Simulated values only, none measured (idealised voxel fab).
process module | voxel released beams
cross-section cut | 175 nm wide | cells 5 nm
A cross-section is a grid of square cells, given in bands from the top down. A band is one or more rows of cells.
Each band's line starts with the height of the band's top and of its bottom, in nm. Then come its materials from left to right, each with its width in nm. One material with "throughout" fills the band from edge to edge. "air" is empty space.
Height 0 is the level under which the wafer as received is all one material. The lowest band goes on downwards, as in "0 down".
A width such as "30 to 40" changes by the same amount from each row of cells to the next, from the band's top row to its bottom row.
"no change" after a step means that no cell of the cross-section changed.
closed voids: empty space of 8 cells or more with no open way to the top, each as width x height at its distance from the left edge, in nm
after a step's settings: what the simulator itself notes on the step
overlay nm, on a step with a mask: how far to the right of its planned place the mask lay; to the left if negative
plan
1 op RECEIVE | material Si
2 op CONFORMAL_DEP | material SiN | thk nm 5
3 op DIRECTIONAL_DEP | material SiO2 | thk nm 15
4 op PATTERN | tone open | mask id ANCHOR | material resist | width nm 35 | thk nm 15 | overlay nm -15
5 op DIRECTIONAL_ETCH | etch materials SiO2 | depth nm 15
6 op STRIP | etch materials resist
7 op CONFORMAL_DEP | material W | thk nm 15
8 op DIRECTIONAL_DEP | material aC | thk nm 10
9 op PATTERN | tone cover | mask id BEAM | material resist | width nm 120 | thk nm 25 | overlay nm 0
10 op DIRECTIONAL_ETCH | etch materials aC | depth nm 10
11 op STRIP | etch materials resist
12 op DIRECTIONAL_ETCH | etch materials W | depth nm 15
13 op STRIP | etch materials aC
14 op STRIP | etch materials SiO2
varied across the wafers: overlay nm of step 4. The plan shows the first wafer's value. All wafers start alike
first wafer as received, after step 1
  0 down: Si throughout
  closed voids: none
each wafer at the end: cells of each material gained (+) or lost (-) since it was received, then its closed voids
overlay nm -15 | +35 SiN | +90 W | closed voids: none
overlay nm -10 | +35 SiN | +90 W | closed voids: none
overlay nm -5 | +35 SiN | +90 W | closed voids: none
overlay nm 0 | +35 SiN | +90 W | closed voids: none
overlay nm 5 | +35 SiN | +90 W | closed voids: none
overlay nm 10 | +35 SiN | +90 W | closed voids: none
overlay nm 15 | +35 SiN | +90 W | closed voids: none
